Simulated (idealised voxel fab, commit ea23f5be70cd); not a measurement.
The following process module bears the name voxel quadruple lines.
Square cells of 5 nm make up the cross-section cut, whose width is 240 nm.
Format of a cross-section: grid, square cells. Given as bands. Order: top down. Band: one or more rows of cells. Heights first: top, then bottom, in nm. Then materials, left to right, each with a width in nm. "full width" on a single material: fills the band edge to edge. "air": empty space. The level at which height equals 0 is the one under which the wafer, as it arrives, is entirely one material. No lower edge exists for the bottom band, which continues downward and is notated as in "0 nm and below". With a width like "30->40", each row of cells in the band differs from the next by the same amount, the top row carrying the first number and the bottom row the second. A step reported as "nothing was modified" is a step in which no cell of the cross-section changed. Listed in "Closed internal voids": every empty space of 8 or more cells without an open way to the top. Form: width x height at distance, the distance being from the left edge, all in nm. Heads up: the bit after the settings on a step's line is the simulator's remark on that step. "overlay nm" on a masked step: distance the mask lay right of its planned place, negative for left. Read each pair as before and after one process step. The after cross-section shows only down to the lowest band that changed. The step between them and its settings are given below the pair. Pairs can come from different runs of this module on the same starting wafer. A pair continues from the pair above only where its "Before the process" entry says so.

BEFORE THE PROCESS
  65 nm to 45 nm | air 115 | aC 30 | air 95
  45 nm to 25 nm | polySi full width
  25 nm to 10 nm | TiN full width
  10 nm to 0 nm | SiO2 full width
  0 nm and below | Si full width
  Closed internal voids: none

RESULTING STRUCTURE
  75 nm to 65 nm | air 105 | SiO2 50 | air 85
  65 nm to 55 nm | air 105 | SiO2 10 | aC 30 | SiO2 10 | air 85
  55 nm to 45 nm | SiO2 115 | aC 30 | SiO2 95
  Lower than 45, everything is as it was.
  Closed internal voids: none
The cross-sections above show the structure before and after this step: CONFORMAL_DEP (material SiO2; thk nm 10)

Before the process: after-state, pair directly above.

RESULTING STRUCTURE
  65 nm to 45 nm | air 105 | SiO2 10 | aC 30 | SiO2 10 | air 85
  Lower than 45, everything is as it was.
  Closed internal voids: none
The cross-sections above show the structure before and after this step: DIRECTIONAL_ETCH (etch materials SiO2; depth nm 10)

Before the process: after-state, pair directly above.

RESULTING STRUCTURE
  65 nm to 45 nm | air 105 | SiO2 10 | air 30 | SiO2 10 | air 85
  Lower than 45, everything is as it was.
  Closed internal voids: none
The cross-sections above show the structure before and after this step: STRIP (etch materials aC)

Before the process: after-state, pair directly above.

RESULTING STRUCTURE
  65 nm to 45 nm | air 105 | SiO2 10 | air 30 | SiO2 10 | air 85
  45 nm to 25 nm | air 105 | polySi 10 | air 30 | polySi 10 | air 85
  Lower than 25, everything is as it was.
  Closed internal voids: none
The cross-sections above show the structure before and after this step: DIRECTIONAL_ETCH (etch materials polySi; depth nm 20)

Before the process: after-state, pair directly above.

RESULTING STRUCTURE
  45 nm to 25 nm | air 105 | polySi 10 | air 30 | polySi 10 | air 85
  Lower than 25, everything is as it was.
  Closed internal voids: none
The cross-sections above show the structure before and after this step: STRIP (etch materials SiO2)

Before the process: after-state, pair directly above.

RESULTING STRUCTURE
  55 nm to 45 nm | air 95 | SiCN 30 | air 10 | SiCN 30 | air 75
  45 nm to 35 nm | air 95 | SiCN 10 | polySi 10 | SiCN 10 | air 10 | SiCN 10 | polySi 10 | SiCN 10 | air 75
  35 nm to 25 nm | SiCN 105 | polySi 10 | SiCN 30 | polySi 10 | SiCN 85
  Lower than 25, everything is as it was.
  Closed internal voids: none
The cross-sections above show the structure before and after this step: CONFORMAL_DEP (material SiCN; thk nm 10)

Before the process: after-state, pair directly above.

RESULTING STRUCTURE
  45 nm to 25 nm | air 95 | SiCN 10 | polySi 10 | SiCN 10 | air 10 | SiCN 10 | polySi 10 | SiCN 10 | air 75
  Lower than 25, everything is as it was.
  Closed internal voids: none
The cross-sections above show the structure before and after this step: DIRECTIONAL_ETCH (etch materials SiCN; depth nm 10)

Before the process: after-state, pair directly above.

RESULTING STRUCTURE
  45 nm to 25 nm | air 95 | SiCN 10 | air 10 | SiCN 10 | air 10 | SiCN 10 | air 10 | SiCN 10 | air 75
  Lower than 25, everything is as it was.
  Closed internal voids: none
The cross-sections above show the structure before and after this step: STRIP (etch materials polySi)

Before the process: after-state, pair directly above.

RESULTING STRUCTURE
  45 nm to 25 nm | air 95 | SiCN 10 | air 10 | SiCN 10 | air 10 | SiCN 10 | air 10 | SiCN 10 | air 75
  25 nm to 10 nm | air 95 | TiN 10 | air 10 | TiN 10 | air 10 | TiN 10 | air 10 | TiN 10 | air 75
  Lower than 10, everything is as it was.
  Closed internal voids: none
The cross-sections above show the structure before and after this step: DIRECTIONAL_ETCH (etch materials TiN; depth nm 15)

Before the process: after-state, pair directly above.

RESULTING STRUCTURE
  25 nm to 10 nm | air 95 | TiN 10 | air 10 | TiN 10 | air 10 | TiN 10 | air 10 | TiN 10 | air 75
  Lower than 10, everything is as it was.
  Closed internal voids: none
The cross-sections above show the structure before and after this step: STRIP (etch materials SiCN)

BEFORE THE PROCESS
  45 nm to 25 nm | air 85 | SiCN 10 | polySi 10 | SiCN 10 | air 10 | SiCN 10 | polySi 10 | SiCN 10 | air 85
  25 nm to 10 nm | TiN full width
  10 nm to 0 nm | SiO2 full width
  0 nm and below | Si full width
  Closed internal voids: none

RESULTING STRUCTURE
  45 nm to 25 nm | air 95 | polySi 10 | air 30 | polySi 10 | air 95
  Lower than 25, everything is as it was.
  Closed internal voids: none
The cross-sections above show the structure before and after this step: STRIP (etch materials SiCN)

Before the process: after-state, pair directly above.

RESULTING STRUCTURE
  45 nm to 25 nm | air 95 | polySi 10 | air 30 | polySi 10 | air 95
  25 nm to 10 nm | air 95 | TiN 10 | air 30 | TiN 10 | air 95
  Lower than 10, everything is as it was.
  Closed internal voids: none
The cross-sections above show the structure before and after this step: DIRECTIONAL_ETCH (etch materials TiN; depth nm 15)

BEFORE THE PROCESS
  65 nm to 45 nm | aC full width
  45 nm to 25 nm | polySi full width
  25 nm to 10 nm | TiN full width
  10 nm to 0 nm | SiO2 full width
  0 nm and below | Si full width
  Closed internal voids: none

RESULTING STRUCTURE
  95 nm to 65 nm | resist 105 | air 30 | resist 105
  Lower than 65, everything is as it was.
  Closed internal voids: none
The cross-sections above show the structure before and after this step: PATTERN (tone open; mask id MANDREL; material resist; width nm 30; thk nm 30; overlay nm 0)

Before the process: after-state, pair directly above.

RESULTING STRUCTURE
  75 nm to 65 nm | resist 105 | air 30 | resist 105
  65 nm to 45 nm | aC 105 | air 30 | aC 105
  Lower than 45, everything is as it was.
  Closed internal voids: none
The cross-sections above show the structure before and after this step: DIRECTIONAL_ETCH (etch materials aC; depth nm 20)

Before the process: after-state, pair directly above.

RESULTING STRUCTURE
  65 nm to 45 nm | aC 105 | air 30 | aC 105
  Lower than 45, everything is as it was.
  Closed internal voids: none
The cross-sections above show the structure before and after this step: STRIP (etch materials resist)

Before the process: after-state, pair directly above.

RESULTING STRUCTURE
  75 nm to 65 nm | SiO2 115 | air 10 | SiO2 115
  65 nm to 55 nm | aC 105 | SiO2 10 | air 10 | SiO2 10 | aC 105
  55 nm to 45 nm | aC 105 | SiO2 30 | aC 105
  Lower than 45, everything is as it was.
  Closed internal voids: none
The cross-sections above show the structure before and after this step: CONFORMAL_DEP (material SiO2; thk nm 10)

Before the process: after-state, pair directly above.

RESULTING STRUCTURE
  65 nm to 45 nm | aC 105 | SiO2 10 | air 10 | SiO2 10 | aC 105
  Lower than 45, everything is as it was.
  Closed internal voids: none
The cross-sections above show the structure before and after this step: DIRECTIONAL_ETCH (etch materials SiO2; depth nm 10)

Before the process: after-state, pair directly above.

RESULTING STRUCTURE
  65 nm to 45 nm | air 105 | SiO2 10 | air 10 | SiO2 10 | air 105
  Lower than 45, everything is as it was.
  Closed internal voids: none
The cross-sections above show the structure before and after this step: STRIP (etch materials aC)

Before the process: after-state, pair directly above.

RESULTING STRUCTURE
  65 nm to 45 nm | air 105 | SiO2 10 | air 10 | SiO2 10 | air 105
  45 nm to 25 nm | air 105 | polySi 10 | air 10 | polySi 10 | air 105
  Lower than 25, everything is as it was.
  Closed internal voids: none
The cross-sections above show the structure before and after this step: DIRECTIONAL_ETCH (etch materials polySi; depth nm 20)

Before the process: after-state, pair directly above.

RESULTING STRUCTURE
  45 nm to 25 nm | air 105 | polySi 10 | air 10 | polySi 10 | air 105
  Lower than 25, everything is as it was.
  Closed internal voids: none
The cross-sections above show the structure before and after this step: STRIP (etch materials SiO2)

Before the process: after-state, pair directly above.

RESULTING STRUCTURE
  55 nm to 45 nm | air 95 | SiCN 50 | air 95
  45 nm to 35 nm | air 95 | SiCN 10 | polySi 10 | SiCN 10 | polySi 10 | SiCN 10 | air 95
  35 nm to 25 nm | SiCN 105 | polySi 10 | SiCN 10 | polySi 10 | SiCN 105
  Lower than 25, everything is as it was.
  Closed internal voids: none
The cross-sections above show the structure before and after this step: CONFORMAL_DEP (material SiCN; thk nm 10)

Before the process: after-state, pair directly above.

RESULTING STRUCTURE
  45 nm to 25 nm | air 95 | SiCN 10 | polySi 10 | SiCN 10 | polySi 10 | SiCN 10 | air 95
  Lower than 25, everything is as it was.
  Closed internal voids: none
The cross-sections above show the structure before and after this step: DIRECTIONAL_ETCH (etch materials SiCN; depth nm 10)

Before the process: after-state, pair directly above.

RESULTING STRUCTURE
  45 nm to 25 nm | air 95 | SiCN 10 | air 10 | SiCN 10 | air 10 | SiCN 10 | air 95
  Lower than 25, everything is as it was.
  Closed internal voids: none
The cross-sections above show the structure before and after this step: STRIP (etch materials polySi)

Before the process: after-state, pair directly above.

RESULTING STRUCTURE
  45 nm to 25 nm | air 95 | SiCN 10 | air 10 | SiCN 10 | air 10 | SiCN 10 | air 95
  25 nm to 10 nm | air 95 | TiN 10 | air 10 | TiN 10 | air 10 | TiN 10 | air 95
  Lower than 10, everything is as it was.
  Closed internal voids: none
The cross-sections above show the structure before and after this step: DIRECTIONAL_ETCH (etch materials TiN; depth nm 15)

Before the process: after-state, pair directly above.

RESULTING STRUCTURE
  25 nm to 10 nm | air 95 | TiN 10 | air 10 | TiN 10 | air 10 | TiN 10 | air 95
  Lower than 10, everything is as it was.
  Closed internal voids: none
The cross-sections above show the structure before and after this step: STRIP (etch materials SiCN)
